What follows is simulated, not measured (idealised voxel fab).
The following is a process module called voxel wiring stack.
The cross-section shown here is cut; it is 260 nm wide and divided into square cells measuring 5 nm on a side.
A cross-section in this document is a grid of square cells, and it is written down as bands, the top band listed before the ones below it; a band is made up of one or more rows of cells.
Look at the band entry: it leads with the top's height and the bottom's height in nm. Then it lists the materials left to right, with a width in nm for each. The word "edge to edge" on a single material says that material fills the band edge to edge. The word "empty" is empty space.
Counting heights begins at 0, where everything beneath is, in the wafer as received, one material. The lowest band has no bottom; it goes on downwards, as "z 0 and below" shows.
It should be noted that a width expressed as "30 to 40" varies in equal increments from row to row of cells within the band, taking the value of the first number at the top row and that of the second number at the bottom row.
Step note "everything unchanged" = no cross-section cell changed.
"Tabulated closed voids" lists enclosed empty spaces (at least 8 cells, no open path upward to the top), each as width x height at distance from the left edge, in nm.
What comes after the settings on a step's line is commentary from the simulator itself on that step.
For masked steps, "overlay nm" on the step line gives how far right of plan the mask actually lay; a minus sign means it lay to the left.
# The following list gives the planned process steps
1 RECEIVE: material Si
2 CONFORMAL_DEP: material SiO2, thk nm 15
3 CONFORMAL_DEP: material SiCN, thk nm 5
4 DIRECTIONAL_DEP: material lowk, thk nm 15
5 DIRECTIONAL_DEP: material aC, thk nm 10
6 PATTERN: tone open, mask id METAL_1, material resist, width nm 30, pitch nm 45, thk nm 30, overlay nm 0
7 DIRECTIONAL_ETCH: etch materials aC, depth nm 10
8 STRIP: etch materials resist
9 DIRECTIONAL_ETCH: etch materials lowk, depth nm 15
10 DIRECTIONAL_ETCH: etch materials SiCN, depth nm 5
11 STRIP: etch materials aC
12 CONFORMAL_DEP: material TiN, thk nm 5
13 FILL_DEP: material Ru, thk nm 10
14 CMP: height nm 35
15 CONFORMAL_DEP: material SiCN, thk nm 5
16 DIRECTIONAL_DEP: material SiO2, thk nm 30
17 PATTERN: tone open, mask id METAL_2, material resist, width nm 30, pitch nm 45, thk nm 20, overlay nm 0
18 DIRECTIONAL_ETCH: etch materials SiO2, depth nm 20
19 STRIP: etch materials resist
20 PATTERN: tone open, mask id METAL_2_HOLES, material resist, width nm 15, pitch nm 45, thk nm 20, overlay nm 0
21 DIRECTIONAL_ETCH: etch materials SiO2, depth nm 10
22 DIRECTIONAL_ETCH: etch materials SiCN, depth nm 5
23 STRIP: etch materials resist
24 CONFORMAL_DEP: material TiN, thk nm 5
25 FILL_DEP: material Cu, thk nm 5
26 CMP: height nm 70
27 CONFORMAL_DEP: material SiCN, thk nm 5
28 DIRECTIONAL_DEP: material lowk, thk nm 30
29 DIRECTIONAL_DEP: material aC, thk nm 15
30 PATTERN: tone open, mask id METAL_3_HOLES, material resist, width nm 15, pitch nm 45, thk nm 35, overlay nm 0
31 DIRECTIONAL_ETCH: etch materials aC, depth nm 15
32 STRIP: etch materials resist
33 DIRECTIONAL_ETCH: etch materials lowk, depth nm 30
34 STRIP: etch materials aC
35 MASKED_ETCH: tone open, mask id METAL_3, width nm 30, pitch nm 45, etch materials lowk, depth nm 15, overlay nm 0
36 MASKED_ETCH: tone open, mask id METAL_3, width nm 30, pitch nm 45, etch materials SiCN, depth nm 5, overlay nm 0
37 CONFORMAL_DEP: material TiN, thk nm 5
38 FILL_DEP: material Cu, thk nm 5
39 CMP: height nm 105
40 CONFORMAL_DEP: material SiCN, thk nm 5
# Cross-section, incoming material, after step 1
z 0 and below | Si edge to edge
Tabulated closed voids: none
# Wafer at module end, in section. Began as above, planned as above, run with one mistake
z 110 to 105 | SiCN edge to edge
z 105 to 95 | 45 lowk, 5 TiN, 20 Cu, 5 TiN, 15 lowk, 5 TiN, 20 Cu, 5 TiN, 15 lowk, 5 TiN, 20 Cu, 5 TiN, 15 lowk, 5 TiN, 20 Cu, 5 TiN, 50 lowk
z 95 to 90 | 45 lowk, 5 TiN, 5 Cu, 20 TiN, 15 lowk, 5 TiN, 5 Cu, 20 TiN, 15 lowk, 5 TiN, 5 Cu, 20 TiN, 15 lowk, 5 TiN, 5 Cu, 20 TiN, 50 lowk
z 90 to 75 | 45 lowk, 5 TiN, 5 Cu, 5 TiN, 30 lowk, 5 TiN, 5 Cu, 5 TiN, 30 lowk, 5 TiN, 5 Cu, 5 TiN, 30 lowk, 5 TiN, 5 Cu, 5 TiN, 65 lowk
z 75 to 70 | 45 SiCN, 15 TiN, 30 SiCN, 15 TiN, 30 SiCN, 15 TiN, 30 SiCN, 15 TiN, 65 SiCN
z 70 to 55 | 45 SiO2, 5 TiN, 20 Cu, 5 TiN, 15 SiO2, 5 TiN, 20 Cu, 5 TiN, 15 SiO2, 5 TiN, 20 Cu, 5 TiN, 15 SiO2, 5 TiN, 20 Cu, 5 TiN, 50 SiO2
z 55 to 45 | 45 SiO2, 5 TiN, 5 Cu, 20 to 5 TiN, 15 to 30 SiO2, 5 TiN, 5 Cu, 20 to 5 TiN, 15 to 30 SiO2, 5 TiN, 5 Cu, 20 to 5 TiN, 15 to 30 SiO2, 5 TiN, 5 Cu, 20 to 5 TiN, 50 to 65 SiO2
z 45 to 40 | 45 SiO2, 15 TiN, 30 SiO2, 15 TiN, 30 SiO2, 15 TiN, 30 SiO2, 15 TiN, 65 SiO2
z 40 to 35 | aC edge to edge
z 35 to 20 | 45 lowk, 5 TiN, 20 Ru, 5 TiN, 15 lowk, 5 TiN, 20 Ru, 5 TiN, 15 lowk, 5 TiN, 20 Ru, 5 TiN, 15 lowk, 5 TiN, 20 Ru, 5 TiN, 50 lowk
z 20 to 15 | 45 SiCN, 30 TiN, 15 SiCN, 30 TiN, 15 SiCN, 30 TiN, 15 SiCN, 30 TiN, 50 SiCN
z 15 to 0 | SiO2 edge to edge
z 0 and below | Si edge to edge
Tabulated closed voids: none
Here's what went sideways: note that step 15 departed from the planned setting and was carried out as CONFORMAL_DEP: material aC, thk nm 5
